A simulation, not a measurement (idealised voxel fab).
Name of the process module below: voxel capacitor over wiring
The figure presents cross-section cut, which has a width of 220 nm and is divided into square cells with an edge length of 5 nm.
Notation: cross-section as square-cell grid; stated in bands, top first, going down; one or more cell rows per band. Heads up on the band format: heights come first, top then bottom, in nm. After that it's the materials left to right, each with its width in nm. A single material flagged "edge to edge" fills the whole band edge to edge, and "air" means there's empty space there. All heights in this document are referenced to 0, defined as the level beneath which the wafer, as received, consists entirely of one material. The lowest band is not bounded below; it extends indefinitely downward and is written in the form "top 0, no bottom". A two-number width, for instance "30..40", indicates that the width is equal to the first number in the top row of the band and to the second number in the bottom row, and that it changes by a constant amount per row of cells. No cell of the cross-section changed in a step that is given as "no modification". Basically, "Completely enclosed voids" tells you about the enclosed voids: empty spaces with no open way to the top, 8 cells or bigger, each written width x height at distance, where distance is from the left edge, all in nm. Text after the settings on a step's line: the simulator's own remark on that step. Regarding "overlay nm": on a step with a mask, it is the distance the mask lay to the right of its planned place; a negative value places it to the left.
## This section lists the process steps that were planned
step 1: RECEIVE (material Si)
step 2: CONFORMAL_DEP (material SiO2; thk nm 15)
step 3: CONFORMAL_DEP (material SiN; thk nm 5)
step 4: DIRECTIONAL_DEP (material SiO2; thk nm 15)
step 5: DIRECTIONAL_DEP (material aC; thk nm 10)
step 6: PATTERN (tone open; mask id METAL_1; material resist; width nm 25; pitch nm 95; thk nm 30; overlay nm 0)
step 7: DIRECTIONAL_ETCH (etch materials aC; depth nm 10)
step 8: STRIP (etch materials resist)
step 9: DIRECTIONAL_ETCH (etch materials SiO2; depth nm 15)
step 10: DIRECTIONAL_ETCH (etch materials SiN; depth nm 5)
step 11: STRIP (etch materials aC)
step 12: CONFORMAL_DEP (material TiN; thk nm 5)
step 13: FILL_DEP (material W; thk nm 10)
step 14: CMP (height nm 35)
step 15: CONFORMAL_DEP (material SiCN; thk nm 5)
step 16: DIRECTIONAL_DEP (material lowk; thk nm 15)
step 17: MASKED_ETCH (tone open; mask id PLUG_1; width nm 15; etch materials lowk; depth nm 15; overlay nm 0)
step 18: MASKED_ETCH (tone open; mask id PLUG_1; width nm 15; etch materials SiCN; depth nm 5; overlay nm 0)
step 19: EPI (material Ru; thk nm 10)
step 20: EPI (material Ru; thk nm 10)
step 21: DIRECTIONAL_DEP (material TiN; thk nm 5)
step 22: DIRECTIONAL_DEP (material HfO2; thk nm 5)
step 23: DIRECTIONAL_DEP (material TiN; thk nm 5)
step 24: DIRECTIONAL_DEP (material aC; thk nm 10)
step 25: PATTERN (tone cover; mask id UPPER_PLATE; material resist; width nm 75; thk nm 30; overlay nm 0)
step 26: DIRECTIONAL_ETCH (etch materials aC; depth nm 10)
step 27: STRIP (etch materials resist)
step 28: DIRECTIONAL_ETCH (etch materials TiN; depth nm 5)
step 29: DIRECTIONAL_ETCH (etch materials HfO2; depth nm 5)
step 30: STRIP (etch materials aC)
step 31: PATTERN (tone cover; mask id LOWER_PLATE; material resist; width nm 85; thk nm 15; overlay nm 0)
step 32: DIRECTIONAL_ETCH (etch materials TiN; depth nm 5)
step 33: STRIP (etch materials resist)
step 34: FILL_DEP (material SiO2; thk nm 20)
step 35: CMP (height nm 85)
step 36: DIRECTIONAL_DEP (material aC; thk nm 10)
step 37: PATTERN (tone open; mask id PLUG_2; material resist; width nm 15; thk nm 30; overlay nm 0)
step 38: DIRECTIONAL_ETCH (etch materials aC; depth nm 10)
step 39: STRIP (etch materials resist)
step 40: DIRECTIONAL_ETCH (etch materials SiO2; depth nm 15)
step 41: STRIP (etch materials aC)
step 42: CONFORMAL_DEP (material TiN; thk nm 5)
step 43: FILL_DEP (material Cu; thk nm 10)
step 44: CMP (height nm 85)
step 45: CONFORMAL_DEP (material SiCN; thk nm 5)
## Delivered wafer in cross-section: state after step 1
  top 0, no bottom  Si edge to edge
  Completely enclosed voids: none
## Cross-section: first of two wafers, module finished, run according to plan
  top 90, bottom 85  SiCN edge to edge
  top 85, bottom 75  SiO2: 70 / TiN: 5 / Cu: 5 / TiN: 5 / SiO2: 135
  top 75, bottom 65  SiO2: 70..60 / TiN: 15..75 / SiO2: 135..85
  top 65, bottom 60  SiO2: 60 / HfO2: 75 / SiO2: 85
  top 60, bottom 55  SiO2: 55 / TiN: 85 / SiO2: 80
  top 55, bottom 40  lowk: 60 / Ru: 15 / lowk: 145
  top 40, bottom 35  SiCN: 60 / Ru: 15 / SiCN: 145
  top 35, bottom 20  SiO2: 50 / TiN: 5 / W: 15 / TiN: 5 / SiO2: 70 / TiN: 5 / W: 15 / TiN: 5 / SiO2: 50
  top 20, bottom 15  SiN: 50 / TiN: 25 / SiN: 70 / TiN: 25 / SiN: 50
  top 15, bottom 0  SiO2 edge to edge
  top 0, no bottom  Si edge to edge
  Completely enclosed voids: none
## End-of-module cross-section of the second wafer: identical starting point and process plan to the first, with one processing mistake
  top 90, bottom 85  SiCN edge to edge
  top 85, bottom 75  SiO2: 70..60 / TiN: 15..25 / SiO2: 135
  top 75, bottom 70  SiO2: 60 / HfO2: 25 / SiO2: 135
  top 70, bottom 65  SiO2: 55 / TiN: 80 / SiO2: 85
  top 65, bottom 60  SiO2: 50 / Ru: 35 / HfO2: 50 / SiO2: 85
  top 60, bottom 55  SiO2: 50 / Ru: 35 / TiN: 55 / SiO2: 80
  top 55, bottom 40  lowk: 60 / Ru: 15 / lowk: 145
  top 40, bottom 35  SiCN: 60 / Ru: 15 / SiCN: 145
  top 35, bottom 20  SiO2: 50 / TiN: 5 / W: 15 / TiN: 5 / SiO2: 70 / TiN: 5 / W: 15 / TiN: 5 / SiO2: 50
  top 20, bottom 15  SiN: 50 / TiN: 25 / SiN: 70 / TiN: 25 / SiN: 50
  top 15, bottom 0  SiO2 edge to edge
  top 0, no bottom  Si edge to edge
  Completely enclosed voids: none
Heads up, the wafer didn't run the way we planned it: twice-run step: one of the identical 19 and 20, not identifiable
Final difference in cells, second wafer against first, listed per material as more or fewer: Cu -2 | Ru +14 | SiO2 -8 | TiN -4
